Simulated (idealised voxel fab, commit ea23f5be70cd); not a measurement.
Herein follows the process module entitled voxel wiring stack.
Square cells of 5 nm make up the cross-section cut, whose width is 235 nm.
Cross-section format: a grid of square cells, given as bands from top to bottom; each band is one or more rows of cells.
Read a band's entry like this: the first values are the height of its top and the height of its bottom in nm, and what follows is the sequence of materials from left to right, each with its width in nm. Note that "empty" is empty space, and that a single material marked "throughout" reaches across the band from edge to edge.
Where do heights start? At 0: under that level the wafer as delivered is made of one material only. And the lowest band has no floor; it just carries on downward, as in "top 0, no bottom".
The width entry "30 to 40" should be interpreted row by row: the top row of cells in the band takes the first number, the bottom row takes the second number, and the change between adjacent rows is uniform throughout.
Where a step carries "left unchanged", the cross-section came out of it unchanged, cell for cell.
Basically, "Closed void list" tells you about the enclosed voids: empty spaces with no open way to the top, 8 cells or bigger, each written width x height at distance, where distance is from the left edge, all in nm.
Formally, on a step line, whatever follows the settings is a remark that the simulator itself makes on the step.
overlay nm: for a step with a mask, the amount by which the mask lay right of where it was planned; a negative amount means left of it.
-- The following list gives the planned process steps
1. RECEIVE [material Si]
2. CONFORMAL_DEP [material SiO2] [thk nm 15]
3. CONFORMAL_DEP [material SiCN] [thk nm 5]
4. DIRECTIONAL_DEP [material SiO2] [thk nm 20]
5. PATTERN [tone open] [mask id METAL_1] [material resist] [width nm 20] [pitch nm 40] [thk nm 20] [overlay nm 0]
6. DIRECTIONAL_ETCH [etch materials SiO2] [depth nm 20]
7. DIRECTIONAL_ETCH [etch materials SiCN] [depth nm 5]
8. STRIP [etch materials resist]
9. CONFORMAL_DEP [material TiN] [thk nm 5]
10. FILL_DEP [material Ru] [thk nm 10]
11. CMP [height nm 40]
12. EPI [material Ru] [thk nm 5]
13. FILL_DEP [material SiCN] [thk nm 5]
14. DIRECTIONAL_DEP [material lowk] [thk nm 35]
15. DIRECTIONAL_DEP [material aC] [thk nm 10]
16. PATTERN [tone open] [mask id METAL_2] [material resist] [width nm 20] [pitch nm 40] [thk nm 25] [overlay nm 0]
17. DIRECTIONAL_ETCH [etch materials aC] [depth nm 10]
18. STRIP [etch materials resist]
19. DIRECTIONAL_ETCH [etch materials lowk] [depth nm 20]
20. STRIP [etch materials aC]
21. PATTERN [tone open] [mask id METAL_2_HOLES] [material resist] [width nm 15] [pitch nm 80] [thk nm 20] [overlay nm 0]
22. DIRECTIONAL_ETCH [etch materials lowk] [depth nm 15]
23. DIRECTIONAL_ETCH [etch materials SiCN] [depth nm 5]
24. STRIP [etch materials resist]
25. CONFORMAL_DEP [material TiN] [thk nm 5]
26. FILL_DEP [material Cu] [thk nm 5]
27. CMP [height nm 85]
28. CONFORMAL_DEP [material SiCN] [thk nm 5]
29. DIRECTIONAL_DEP [material lowk] [thk nm 10]
30. MASKED_ETCH [tone open] [mask id PLUG_2] [width nm 15] [pitch nm 40] [etch materials lowk] [depth nm 10] [overlay nm 0]
31. MASKED_ETCH [tone open] [mask id PLUG_2] [width nm 15] [pitch nm 40] [etch materials SiCN] [depth nm 5] [overlay nm 0]
32. CONFORMAL_DEP [material TiN] [thk nm 5]
33. FILL_DEP [material Ru] [thk nm 10]
34. CMP [height nm 100]
35. DIRECTIONAL_DEP [material TiN] [thk nm 5]
36. DIRECTIONAL_DEP [material Ru] [thk nm 15]
37. MASKED_ETCH [tone cover] [mask id METAL_3] [width nm 20] [pitch nm 40] [etch materials Ru] [depth nm 15] [overlay nm 0]
38. MASKED_ETCH [tone cover] [mask id METAL_3] [width nm 20] [pitch nm 40] [etch materials TiN] [depth nm 5] [overlay nm 0]
39. FILL_DEP [material SiO2] [thk nm 10]
40. CMP [height nm 120]
41. CONFORMAL_DEP [material SiCN] [thk nm 5]
42. DIRECTIONAL_DEP [material lowk] [thk nm 10]
43. DIRECTIONAL_DEP [material aC] [thk nm 15]
44. PATTERN [tone open] [mask id PLUG_3] [material resist] [width nm 15] [pitch nm 80] [thk nm 35] [overlay nm 0]
45. DIRECTIONAL_ETCH [etch materials aC] [depth nm 15]
46. STRIP [etch materials resist]
47. DIRECTIONAL_ETCH [etch materials lowk] [depth nm 10]
48. DIRECTIONAL_ETCH [etch materials SiCN] [depth nm 5]
49. STRIP [etch materials aC]
50. CONFORMAL_DEP [material TiN] [thk nm 5]
51. FILL_DEP [material Ru] [thk nm 10]
52. CMP [height nm 135]
53. CONFORMAL_DEP [material SiCN] [thk nm 5]
54. DIRECTIONAL_DEP [material SiO2] [thk nm 15]
55. PATTERN [tone open] [mask id METAL_4] [material resist] [width nm 20] [pitch nm 40] [thk nm 15] [overlay nm 0]
56. DIRECTIONAL_ETCH [etch materials SiO2] [depth nm 15]
57. DIRECTIONAL_ETCH [etch materials SiCN] [depth nm 5]
58. STRIP [etch materials resist]
59. CONFORMAL_DEP [material TiN] [thk nm 5]
60. FILL_DEP [material Cu] [thk nm 5]
61. CMP [height nm 155]
62. CONFORMAL_DEP [material SiN] [thk nm 5]
-- Below: the first of two wafers, run as planned
-- Cross-sectional view of the wafer in its as-received condition, corresponding to the state after step 1
    top 0, no bottom = Si throughout
    Closed void list: none
-- Cross-section of the wafer after step 2
    top 15, bottom 0 = SiO2 throughout
    Heights below 0 show no change.
-- Cross-section of the wafer after step 3
    top 20, bottom 15 = SiCN throughout
    Heights below 15 show no change.
-- Cross-section of the wafer after step 4
    top 40, bottom 20 = SiO2 throughout
    Heights below 20 show no change.
-- Cross-section of the wafer after step 5
    top 60, bottom 40 = resist: 45; empty: 20; resist: 20; empty: 20; resist: 20; empty: 20; resist: 20; empty: 20; resist: 50
    Heights below 40 show no change.
-- Cross-section of the wafer after step 6
    top 60, bottom 40 = resist: 45; empty: 20; resist: 20; empty: 20; resist: 20; empty: 20; resist: 20; empty: 20; resist: 50
    top 40, bottom 20 = SiO2: 45; empty: 20; SiO2: 20; empty: 20; SiO2: 20; empty: 20; SiO2: 20; empty: 20; SiO2: 50
    Heights below 20 show no change.
-- Cross-section of the wafer after step 7
    top 60, bottom 40 = resist: 45; empty: 20; resist: 20; empty: 20; resist: 20; empty: 20; resist: 20; empty: 20; resist: 50
    top 40, bottom 20 = SiO2: 45; empty: 20; SiO2: 20; empty: 20; SiO2: 20; empty: 20; SiO2: 20; empty: 20; SiO2: 50
    top 20, bottom 15 = SiCN: 45; empty: 20; SiCN: 20; empty: 20; SiCN: 20; empty: 20; SiCN: 20; empty: 20; SiCN: 50
    Heights below 15 show no change.
-- Cross-section of the wafer after step 8
    top 40, bottom 20 = SiO2: 45; empty: 20; SiO2: 20; empty: 20; SiO2: 20; empty: 20; SiO2: 20; empty: 20; SiO2: 50
    Heights below 20 show no change.
-- Cross-section of the wafer after step 9
    top 45, bottom 40 = TiN: 50; empty: 10; TiN: 30; empty: 10; TiN: 30; empty: 10; TiN: 30; empty: 10; TiN: 55
    top 40, bottom 20 = SiO2: 45; TiN: 5; empty: 10; TiN: 5; SiO2: 20; TiN: 5; empty: 10; TiN: 5; SiO2: 20; TiN: 5; empty: 10; TiN: 5; SiO2: 20; TiN: 5; empty: 10; TiN: 5; SiO2: 50
    top 20, bottom 15 = SiCN: 45; TiN: 20; SiCN: 20; TiN: 20; SiCN: 20; TiN: 20; SiCN: 20; TiN: 20; SiCN: 50
    Heights below 15 show no change.
-- Cross-section of the wafer after step 10
    top 55, bottom 45 = Ru throughout
    top 45, bottom 40 = TiN: 50; Ru: 10; TiN: 30; Ru: 10; TiN: 30; Ru: 10; TiN: 30; Ru: 10; TiN: 55
    top 40, bottom 20 = SiO2: 45; TiN: 5; Ru: 10; TiN: 5; SiO2: 20; TiN: 5; Ru: 10; TiN: 5; SiO2: 20; TiN: 5; Ru: 10; TiN: 5; SiO2: 20; TiN: 5; Ru: 10; TiN: 5; SiO2: 50
    Heights below 20 show no change.
-- Cross-section of the wafer after step 11
    top 40, bottom 20 = SiO2: 45; TiN: 5; Ru: 10; TiN: 5; SiO2: 20; TiN: 5; Ru: 10; TiN: 5; SiO2: 20; TiN: 5; Ru: 10; TiN: 5; SiO2: 20; TiN: 5; Ru: 10; TiN: 5; SiO2: 50
    Heights below 20 show no change.
-- Cross-section of the wafer after step 12
    top 45, bottom 40 = empty: 40; Ru: 30; empty: 10; Ru: 30; empty: 10; Ru: 30; empty: 10; Ru: 30; empty: 45
    Heights below 40 show no change.
-- Cross-section of the wafer after step 13
    top 50, bottom 45 = SiCN throughout
    top 45, bottom 40 = SiCN: 40; Ru: 30; SiCN: 10; Ru: 30; SiCN: 10; Ru: 30; SiCN: 10; Ru: 30; SiCN: 45
    Heights below 40 show no change.
-- Cross-section of the wafer after step 14
    top 85, bottom 50 = lowk throughout
    Heights below 50 show no change.
-- Cross-section of the wafer after step 15
    top 95, bottom 85 = aC throughout
    Heights below 85 show no change.
-- Cross-section of the wafer after step 16
    top 120, bottom 95 = resist: 45; empty: 20; resist: 20; empty: 20; resist: 20; empty: 20; resist: 20; empty: 20; resist: 50
    Heights below 95 show no change.
-- Cross-section of the wafer after step 17
    top 110, bottom 95 = resist: 45; empty: 20; resist: 20; empty: 20; resist: 20; empty: 20; resist: 20; empty: 20; resist: 50
    top 95, bottom 85 = aC: 45; empty: 20; aC: 20; empty: 20; aC: 20; empty: 20; aC: 20; empty: 20; aC: 50
    Heights below 85 show no change.
-- Cross-section of the wafer after step 18
    top 95, bottom 85 = aC: 45; empty: 20; aC: 20; empty: 20; aC: 20; empty: 20; aC: 20; empty: 20; aC: 50
    Heights below 85 show no change.
-- Cross-section of the wafer after step 19
    top 95, bottom 85 = aC: 45; empty: 20; aC: 20; empty: 20; aC: 20; empty: 20; aC: 20; empty: 20; aC: 50
    top 85, bottom 65 = lowk: 45; empty: 20; lowk: 20; empty: 20; lowk: 20; empty: 20; lowk: 20; empty: 20; lowk: 50
    Heights below 65 show no change.
-- Cross-section of the wafer after step 20
    top 85, bottom 65 = lowk: 45; empty: 20; lowk: 20; empty: 20; lowk: 20; empty: 20; lowk: 20; empty: 20; lowk: 50
    Heights below 65 show no change.
-- Cross-section of the wafer after step 21
    top 105, bottom 85 = resist: 45; empty: 15; resist: 65; empty: 15; resist: 95
    top 85, bottom 65 = lowk: 45; empty: 15; resist: 5; lowk: 20; resist: 20; lowk: 20; empty: 15; resist: 5; lowk: 20; resist: 20; lowk: 50
    Heights below 65 show no change.
-- Cross-section of the wafer after step 22
    top 105, bottom 85 = resist: 45; empty: 15; resist: 65; empty: 15; resist: 95
    top 85, bottom 65 = lowk: 45; empty: 15; resist: 5; lowk: 20; resist: 20; lowk: 20; empty: 15; resist: 5; lowk: 20; resist: 20; lowk: 50
    top 65, bottom 50 = lowk: 45; empty: 15; lowk: 65; empty: 15; lowk: 95
    Heights below 50 show no change.
-- Cross-section of the wafer after step 23
    top 105, bottom 85 = resist: 45; empty: 15; resist: 65; empty: 15; resist: 95
    top 85, bottom 65 = lowk: 45; empty: 15; resist: 5; lowk: 20; resist: 20; lowk: 20; empty: 15; resist: 5; lowk: 20; resist: 20; lowk: 50
    top 65, bottom 50 = lowk: 45; empty: 15; lowk: 65; empty: 15; lowk: 95
    top 50, bottom 45 = SiCN: 45; empty: 15; SiCN: 65; empty: 15; SiCN: 95
    Heights below 45 show no change.
-- Cross-section of the wafer after step 24
    top 85, bottom 65 = lowk: 45; empty: 20; lowk: 20; empty: 20; lowk: 20; empty: 20; lowk: 20; empty: 20; lowk: 50
    Heights below 65 show no change.
-- Cross-section of the wafer after step 25
    top 90, bottom 85 = TiN: 50; empty: 10; TiN: 30; empty: 10; TiN: 30; empty: 10; TiN: 30; empty: 10; TiN: 55
    top 85, bottom 70 = lowk: 45; TiN: 5; empty: 10; TiN: 5; lowk: 20; TiN: 5; empty: 10; TiN: 5; lowk: 20; TiN: 5; empty: 10; TiN: 5; lowk: 20; TiN: 5; empty: 10; TiN: 5; lowk: 50
    top 70, bottom 65 = lowk: 45; TiN: 5; empty: 5; TiN: 10; lowk: 20; TiN: 20; lowk: 20; TiN: 5; empty: 5; TiN: 10; lowk: 20; TiN: 20; lowk: 50
    top 65, bottom 50 = lowk: 45; TiN: 5; empty: 5; TiN: 5; lowk: 65; TiN: 5; empty: 5; TiN: 5; lowk: 95
    top 50, bottom 45 = SiCN: 45; TiN: 15; SiCN: 65; TiN: 15; SiCN: 95
    Heights below 45 show no change.
-- Cross-section of the wafer after step 26
    top 95, bottom 90 = Cu throughout
    top 90, bottom 85 = TiN: 50; Cu: 10; TiN: 30; Cu: 10; TiN: 30; Cu: 10; TiN: 30; Cu: 10; TiN: 55
    top 85, bottom 70 = lowk: 45; TiN: 5; Cu: 10; TiN: 5; lowk: 20; TiN: 5; Cu: 10; TiN: 5; lowk: 20; TiN: 5; Cu: 10; TiN: 5; lowk: 20; TiN: 5; Cu: 10; TiN: 5; lowk: 50
    top 70, bottom 65 = lowk: 45; TiN: 5; Cu: 5; TiN: 10; lowk: 20; TiN: 20; lowk: 20; TiN: 5; Cu: 5; TiN: 10; lowk: 20; TiN: 20; lowk: 50
    top 65, bottom 50 = lowk: 45; TiN: 5; Cu: 5; TiN: 5; lowk: 65; TiN: 5; Cu: 5; TiN: 5; lowk: 95
    Heights below 50 show no change.
-- Cross-section of the wafer after step 27
    top 85, bottom 70 = lowk: 45; TiN: 5; Cu: 10; TiN: 5; lowk: 20; TiN: 5; Cu: 10; TiN: 5; lowk: 20; TiN: 5; Cu: 10; TiN: 5; lowk: 20; TiN: 5; Cu: 10; TiN: 5; lowk: 50
    Heights below 70 show no change.
-- Cross-section of the wafer after step 28
    top 90, bottom 85 = SiCN throughout
    Heights below 85 show no change.
-- Cross-section of the wafer after step 29
    top 100, bottom 90 = lowk throughout
    Heights below 90 show no change.
-- Cross-section of the wafer after step 30
    top 100, bottom 90 = lowk: 45; empty: 15; lowk: 25; empty: 15; lowk: 25; empty: 15; lowk: 25; empty: 15; lowk: 55
    Heights below 90 show no change.
-- Cross-section of the wafer after step 31
    top 100, bottom 90 = lowk: 45; empty: 15; lowk: 25; empty: 15; lowk: 25; empty: 15; lowk: 25; empty: 15; lowk: 55
    top 90, bottom 85 = SiCN: 45; empty: 15; SiCN: 25; empty: 15; SiCN: 25; empty: 15; SiCN: 25; empty: 15; SiCN: 55
    Heights below 85 show no change.
-- Cross-section of the wafer after step 32
    top 105, bottom 100 = TiN: 50; empty: 5; TiN: 35; empty: 5; TiN: 35; empty: 5; TiN: 35; empty: 5; TiN: 60
    top 100, bottom 90 = lowk: 45; TiN: 5; empty: 5; TiN: 5; lowk: 25; TiN: 5; empty: 5; TiN: 5; lowk: 25; TiN: 5; empty: 5; TiN: 5; lowk: 25; TiN: 5; empty: 5; TiN: 5; lowk: 55
    top 90, bottom 85 = SiCN: 45; TiN: 15; SiCN: 25; TiN: 15; SiCN: 25; TiN: 15; SiCN: 25; TiN: 15; SiCN: 55
    Heights below 85 show no change.
-- Cross-section of the wafer after step 33
    top 115, bottom 105 = Ru throughout
    top 105, bottom 100 = TiN: 50; Ru: 5; TiN: 35; Ru: 5; TiN: 35; Ru: 5; TiN: 35; Ru: 5; TiN: 60
    top 100, bottom 90 = lowk: 45; TiN: 5; Ru: 5; TiN: 5; lowk: 25; TiN: 5; Ru: 5; TiN: 5; lowk: 25; TiN: 5; Ru: 5; TiN: 5; lowk: 25; TiN: 5; Ru: 5; TiN: 5; lowk: 55
    Heights below 90 show no change.
-- Cross-section of the wafer after step 34
    top 100, bottom 90 = lowk: 45; TiN: 5; Ru: 5; TiN: 5; lowk: 25; TiN: 5; Ru: 5; TiN: 5; lowk: 25; TiN: 5; Ru: 5; TiN: 5; lowk: 25; TiN: 5; Ru: 5; TiN: 5; lowk: 55
    Heights below 90 show no change.
-- Cross-section of the wafer after step 35
    top 105, bottom 100 = TiN throughout
    Heights below 100 show no change.
-- Cross-section of the wafer after step 36
    top 120, bottom 105 = Ru throughout
    Heights below 105 show no change.
-- Cross-section of the wafer after step 37
    top 120, bottom 105 = empty: 45; Ru: 20; empty: 20; Ru: 20; empty: 20; Ru: 20; empty: 20; Ru: 20; empty: 50
    Heights below 105 show no change.
-- Cross-section of the wafer after step 38
    top 120, bottom 105 = empty: 45; Ru: 20; empty: 20; Ru: 20; empty: 20; Ru: 20; empty: 20; Ru: 20; empty: 50
    top 105, bottom 100 = empty: 45; TiN: 20; empty: 20; TiN: 20; empty: 20; TiN: 20; empty: 20; TiN: 20; empty: 50
    Heights below 100 show no change.
-- Cross-section of the wafer after step 39
    top 130, bottom 120 = SiO2 throughout
    top 120, bottom 105 = SiO2: 45; Ru: 20; SiO2: 20; Ru: 20; SiO2: 20; Ru: 20; SiO2: 20; Ru: 20; SiO2: 50
    top 105, bottom 100 = SiO2: 45; TiN: 20; SiO2: 20; TiN: 20; SiO2: 20; TiN: 20; SiO2: 20; TiN: 20; SiO2: 50
    Heights below 100 show no change.
-- Cross-section of the wafer after step 40
    top 120, bottom 105 = SiO2: 45; Ru: 20; SiO2: 20; Ru: 20; SiO2: 20; Ru: 20; SiO2: 20; Ru: 20; SiO2: 50
    Heights below 105 show no change.
-- Cross-section of the wafer after step 41
    top 125, bottom 120 = SiCN throughout
    Heights below 120 show no change.
-- Cross-section of the wafer after step 42
    top 135, bottom 125 = lowk throughout
    Heights below 125 show no change.
-- Cross-section of the wafer after step 43
    top 150, bottom 135 = aC throughout
    Heights below 135 show no change.
-- Cross-section of the wafer after step 44
    top 185, bottom 150 = resist: 45; empty: 15; resist: 65; empty: 15; resist: 95
    Heights below 150 show no change.
-- Cross-section of the wafer after step 45
    top 170, bottom 150 = resist: 45; empty: 15; resist: 65; empty: 15; resist: 95
    top 150, bottom 135 = aC: 45; empty: 15; aC: 65; empty: 15; aC: 95
    Heights below 135 show no change.
-- Cross-section of the wafer after step 46
    top 150, bottom 135 = aC: 45; empty: 15; aC: 65; empty: 15; aC: 95
    Heights below 135 show no change.
-- Cross-section of the wafer after step 47
    top 150, bottom 135 = aC: 45; empty: 15; aC: 65; empty: 15; aC: 95
    top 135, bottom 125 = lowk: 45; empty: 15; lowk: 65; empty: 15; lowk: 95
    Heights below 125 show no change.
-- Cross-section of the wafer after step 48
    top 150, bottom 135 = aC: 45; empty: 15; aC: 65; empty: 15; aC: 95
    top 135, bottom 125 = lowk: 45; empty: 15; lowk: 65; empty: 15; lowk: 95
    top 125, bottom 120 = SiCN: 45; empty: 15; SiCN: 65; empty: 15; SiCN: 95
    Heights below 120 show no change.
-- Cross-section of the wafer after step 49
    top 135, bottom 125 = lowk: 45; empty: 15; lowk: 65; empty: 15; lowk: 95
    Heights below 125 show no change.
-- Cross-section of the wafer after step 50
    top 140, bottom 135 = TiN: 50; empty: 5; TiN: 75; empty: 5; TiN: 100
    top 135, bottom 125 = lowk: 45; TiN: 5; empty: 5; TiN: 5; lowk: 65; TiN: 5; empty: 5; TiN: 5; lowk: 95
    top 125, bottom 120 = SiCN: 45; TiN: 15; SiCN: 65; TiN: 15; SiCN: 95
    Heights below 120 show no change.
-- Cross-section of the wafer after step 51
    top 150, bottom 140 = Ru throughout
    top 140, bottom 135 = TiN: 50; Ru: 5; TiN: 75; Ru: 5; TiN: 100
    top 135, bottom 125 = lowk: 45; TiN: 5; Ru: 5; TiN: 5; lowk: 65; TiN: 5; Ru: 5; TiN: 5; lowk: 95
    Heights below 125 show no change.
-- Cross-section of the wafer after step 52
    top 135, bottom 125 = lowk: 45; TiN: 5; Ru: 5; TiN: 5; lowk: 65; TiN: 5; Ru: 5; TiN: 5; lowk: 95
    Heights below 125 show no change.
-- Cross-section of the wafer after step 53
    top 140, bottom 135 = SiCN throughout
    Heights below 135 show no change.
-- Cross-section of the wafer after step 54
    top 155, bottom 140 = SiO2 throughout
    Heights below 140 show no change.
-- Cross-section of the wafer after step 55
    top 170, bottom 155 = resist: 45; empty: 20; resist: 20; empty: 20; resist: 20; empty: 20; resist: 20; empty: 20; resist: 50
    Heights below 155 show no change.
-- Cross-section of the wafer after step 56
    top 170, bottom 155 = resist: 45; empty: 20; resist: 20; empty: 20; resist: 20; empty: 20; resist: 20; empty: 20; resist: 50
    top 155, bottom 140 = SiO2: 45; empty: 20; SiO2: 20; empty: 20; SiO2: 20; empty: 20; SiO2: 20; empty: 20; SiO2: 50
    Heights below 140 show no change.
-- Cross-section of the wafer after step 57
    top 170, bottom 155 = resist: 45; empty: 20; resist: 20; empty: 20; resist: 20; empty: 20; resist: 20; empty: 20; resist: 50
    top 155, bottom 140 = SiO2: 45; empty: 20; SiO2: 20; empty: 20; SiO2: 20; empty: 20; SiO2: 20; empty: 20; SiO2: 50
    top 140, bottom 135 = SiCN: 45; empty: 20; SiCN: 20; empty: 20; SiCN: 20; empty: 20; SiCN: 20; empty: 20; SiCN: 50
    Heights below 135 show no change.
-- Cross-section of the wafer after step 58
    top 155, bottom 140 = SiO2: 45; empty: 20; SiO2: 20; empty: 20; SiO2: 20; empty: 20; SiO2: 20; empty: 20; SiO2: 50
    Heights below 140 show no change.
-- Cross-section of the wafer after step 59
    top 160, bottom 155 = TiN: 50; empty: 10; TiN: 30; empty: 10; TiN: 30; empty: 10; TiN: 30; empty: 10; TiN: 55
    top 155, bottom 140 = SiO2: 45; TiN: 5; empty: 10; TiN: 5; SiO2: 20; TiN: 5; empty: 10; TiN: 5; SiO2: 20; TiN: 5; empty: 10; TiN: 5; SiO2: 20; TiN: 5; empty: 10; TiN: 5; SiO2: 50
    top 140, bottom 135 = SiCN: 45; TiN: 20; SiCN: 20; TiN: 20; SiCN: 20; TiN: 20; SiCN: 20; TiN: 20; SiCN: 50
    Heights below 135 show no change.
-- Cross-section of the wafer after step 60
    top 165, bottom 160 = Cu throughout
    top 160, bottom 155 = TiN: 50; Cu: 10; TiN: 30; Cu: 10; TiN: 30; Cu: 10; TiN: 30; Cu: 10; TiN: 55
    top 155, bottom 140 = SiO2: 45; TiN: 5; Cu: 10; TiN: 5; SiO2: 20; TiN: 5; Cu: 10; TiN: 5; SiO2: 20; TiN: 5; Cu: 10; TiN: 5; SiO2: 20; TiN: 5; Cu: 10; TiN: 5; SiO2: 50
    Heights below 140 show no change.
-- Cross-section of the wafer after step 61
    top 155, bottom 140 = SiO2: 45; TiN: 5; Cu: 10; TiN: 5; SiO2: 20; TiN: 5; Cu: 10; TiN: 5; SiO2: 20; TiN: 5; Cu: 10; TiN: 5; SiO2: 20; TiN: 5; Cu: 10; TiN: 5; SiO2: 50
    Heights below 140 show no change.
-- Cross-section of the wafer after step 62
    top 160, bottom 155 = SiN throughout
    Heights below 155 show no change.
-- The second wafer: identical to the first at the outset and in its planned sequence, differing only in that one mistake was made during processing; up to and including step 43, its path is the first wafer's path
-- At the planned end of step 44, the second wafer in cross-section
    top 185, bottom 150 = empty: 45; resist: 15; empty: 65; resist: 15; empty: 95
    Heights below 150 show no change.
-- At the planned end of step 45, the second wafer in cross-section
    top 170, bottom 150 = empty: 45; resist: 15; empty: 65; resist: 15; empty: 95
    top 150, bottom 135 = empty: 45; aC: 15; empty: 65; aC: 15; empty: 95
    Heights below 135 show no change.
-- At the planned end of step 46, the second wafer in cross-section
    top 150, bottom 135 = empty: 45; aC: 15; empty: 65; aC: 15; empty: 95
    Heights below 135 show no change.
-- At the planned end of step 47, the second wafer in cross-section
    top 150, bottom 135 = empty: 45; aC: 15; empty: 65; aC: 15; empty: 95
    top 135, bottom 125 = empty: 45; lowk: 15; empty: 65; lowk: 15; empty: 95
    Heights below 125 show no change.
-- At the planned end of step 48, the second wafer in cross-section
    top 150, bottom 135 = empty: 45; aC: 15; empty: 65; aC: 15; empty: 95
    top 135, bottom 125 = empty: 45; lowk: 15; empty: 65; lowk: 15; empty: 95
    top 125, bottom 120 = empty: 45; SiCN: 15; empty: 65; SiCN: 15; empty: 95
    Heights below 120 show no change.
-- At the planned end of step 49, the second wafer in cross-section
    top 135, bottom 125 = empty: 45; lowk: 15; empty: 65; lowk: 15; empty: 95
    Heights below 125 show no change.
-- At the planned end of step 50, the second wafer in cross-section
    top 140, bottom 135 = empty: 40; TiN: 25; empty: 55; TiN: 25; empty: 90
    top 135, bottom 125 = empty: 40; TiN: 5; lowk: 15; TiN: 5; empty: 55; TiN: 5; lowk: 15; TiN: 5; empty: 90
    top 125, bottom 120 = TiN: 45; SiCN: 15; TiN: 65; SiCN: 15; TiN: 95
    Heights below 120 show no change.
-- At the planned end of step 51, the second wafer in cross-section
    top 150, bottom 140 = Ru throughout
    top 140, bottom 135 = Ru: 40; TiN: 25; Ru: 55; TiN: 25; Ru: 90
    top 135, bottom 125 = Ru: 40; TiN: 5; lowk: 15; TiN: 5; Ru: 55; TiN: 5; lowk: 15; TiN: 5; Ru: 90
    Heights below 125 show no change.
-- At the planned end of step 52, the second wafer in cross-section
    top 135, bottom 125 = Ru: 40; TiN: 5; lowk: 15; TiN: 5; Ru: 55; TiN: 5; lowk: 15; TiN: 5; Ru: 90
    Heights below 125 show no change.
-- At the planned end of step 53, the second wafer in cross-section
    top 140, bottom 135 = SiCN throughout
    Heights below 135 show no change.
-- At the planned end of step 54, the second wafer in cross-section
    top 155, bottom 140 = SiO2 throughout
    Heights below 140 show no change.
-- At the planned end of step 55, the second wafer in cross-section
    top 170, bottom 155 = resist: 45; empty: 20; resist: 20; empty: 20; resist: 20; empty: 20; resist: 20; empty: 20; resist: 50
    Heights below 155 show no change.
-- At the planned end of step 56, the second wafer in cross-section
    top 170, bottom 155 = resist: 45; empty: 20; resist: 20; empty: 20; resist: 20; empty: 20; resist: 20; empty: 20; resist: 50
    top 155, bottom 140 = SiO2: 45; empty: 20; SiO2: 20; empty: 20; SiO2: 20; empty: 20; SiO2: 20; empty: 20; SiO2: 50
    Heights below 140 show no change.
-- At the planned end of step 57, the second wafer in cross-section
    top 170, bottom 155 = resist: 45; empty: 20; resist: 20; empty: 20; resist: 20; empty: 20; resist: 20; empty: 20; resist: 50
    top 155, bottom 140 = SiO2: 45; empty: 20; SiO2: 20; empty: 20; SiO2: 20; empty: 20; SiO2: 20; empty: 20; SiO2: 50
    top 140, bottom 135 = SiCN: 45; empty: 20; SiCN: 20; empty: 20; SiCN: 20; empty: 20; SiCN: 20; empty: 20; SiCN: 50
    Heights below 135 show no change.
-- At the planned end of step 58, the second wafer in cross-section
    top 155, bottom 140 = SiO2: 45; empty: 20; SiO2: 20; empty: 20; SiO2: 20; empty: 20; SiO2: 20; empty: 20; SiO2: 50
    Heights below 140 show no change.
-- At the planned end of step 59, the second wafer in cross-section
    top 160, bottom 155 = TiN: 50; empty: 10; TiN: 30; empty: 10; TiN: 30; empty: 10; TiN: 30; empty: 10; TiN: 55
    top 155, bottom 140 = SiO2: 45; TiN: 5; empty: 10; TiN: 5; SiO2: 20; TiN: 5; empty: 10; TiN: 5; SiO2: 20; TiN: 5; empty: 10; TiN: 5; SiO2: 20; TiN: 5; empty: 10; TiN: 5; SiO2: 50
    top 140, bottom 135 = SiCN: 45; TiN: 20; SiCN: 20; TiN: 20; SiCN: 20; TiN: 20; SiCN: 20; TiN: 20; SiCN: 50
    Heights below 135 show no change.
-- At the planned end of step 60, the second wafer in cross-section
    top 165, bottom 160 = Cu throughout
    top 160, bottom 155 = TiN: 50; Cu: 10; TiN: 30; Cu: 10; TiN: 30; Cu: 10; TiN: 30; Cu: 10; TiN: 55
    top 155, bottom 140 = SiO2: 45; TiN: 5; Cu: 10; TiN: 5; SiO2: 20; TiN: 5; Cu: 10; TiN: 5; SiO2: 20; TiN: 5; Cu: 10; TiN: 5; SiO2: 20; TiN: 5; Cu: 10; TiN: 5; SiO2: 50
    Heights below 140 show no change.
-- At the planned end of step 61, the second wafer in cross-section
    top 155, bottom 140 = SiO2: 45; TiN: 5; Cu: 10; TiN: 5; SiO2: 20; TiN: 5; Cu: 10; TiN: 5; SiO2: 20; TiN: 5; Cu: 10; TiN: 5; SiO2: 20; TiN: 5; Cu: 10; TiN: 5; SiO2: 50
    Heights below 140 show no change.
-- At the planned end of step 62, the second wafer in cross-section
    top 160, bottom 155 = SiN throughout
    Heights below 155 show no change.
Deviation noted in wafer processing: step 44, actual vs plan mismatch, actual run PATTERN [tone cover] [mask id PLUG_3] [material resist] [width nm 15] [pitch nm 80] [thk nm 35] [overlay nm 0]
Wrapping up, a cell-based count of both wafers puts the second over or under the first for these materials: 70 more of Ru, 35 fewer of SiCN, 35 more of TiN, 70 fewer of lowk
